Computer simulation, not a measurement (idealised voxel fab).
process module | voxel fin reveal
cross-section cut | 160 nm wide | cells 5 nm
A cross-section is a grid of square cells, given in bands from the top down. A band is one or more rows of cells.
Each band's line starts with the height of the band's top and of its bottom, in nm. Then come its materials from left to right, each with its width in nm. One material with "throughout" fills the band from edge to edge. "air" is empty space.
Height 0 is the level under which the wafer as received is all one material. The lowest band goes on downwards, as in "0 down".
A width such as "30 to 40" changes by the same amount from each row of cells to the next, from the band's top row to its bottom row.
"no change" after a step means that no cell of the cross-section changed.
closed voids: empty space of 8 cells or more with no open way to the top, each as width x height at its distance from the left edge, in nm
after a step's settings: what the simulator itself notes on the step
overlay nm, on a step with a mask: how far to the right of its planned place the mask lay; to the left if negative
plan
1 op RECEIVE | material Si
2 op CONFORMAL_DEP | material SiN | thk nm 10
3 op DIRECTIONAL_DEP | material aC | thk nm 10
4 op PATTERN | tone cover | mask id FINS | material resist | width nm 15 | pitch nm 35 | thk nm 30 | overlay nm 0
5 op DIRECTIONAL_ETCH | etch materials aC | depth nm 10
6 op STRIP | etch materials resist
7 op DIRECTIONAL_ETCH | etch materials SiN | depth nm 10
8 op DIRECTIONAL_ETCH | etch materials Si | depth nm 40
9 op STRIP | etch materials aC
10 op FILL_DEP | material SiO2 | thk nm 15
11 op CMP | height nm 10
12 op SELECTIVE_ETCH | etch materials SiO2 | depth nm 25
13 op STRIP | etch materials SiN
14 op CONFORMAL_DEP | material SiO2 | thk nm 5
as received, after step 1
  0 down: Si throughout
  closed voids: none
a wafer at the end: this start, this plan, one mistake
  5 to 0: air 30 | SiO2 30 | air 5 | SiO2 30 | air 5 | SiO2 30 | air 30
  0 to -10: air 30 | SiO2 5 | Si 20 | SiO2 5 | air 5 | SiO2 5 | Si 20 | SiO2 5 | air 5 | SiO2 5 | Si 20 | SiO2 5 | air 30
  -10 to -40: SiO2 35 | Si 20 | SiO2 15 | Si 20 | SiO2 15 | Si 20 | SiO2 35
  -40 down: Si throughout
  closed voids: none
what went wrong: step 4 ran as: op PATTERN | tone cover | mask id FINS | material resist | width nm 20 | pitch nm 35 | thk nm 30 | overlay nm 0
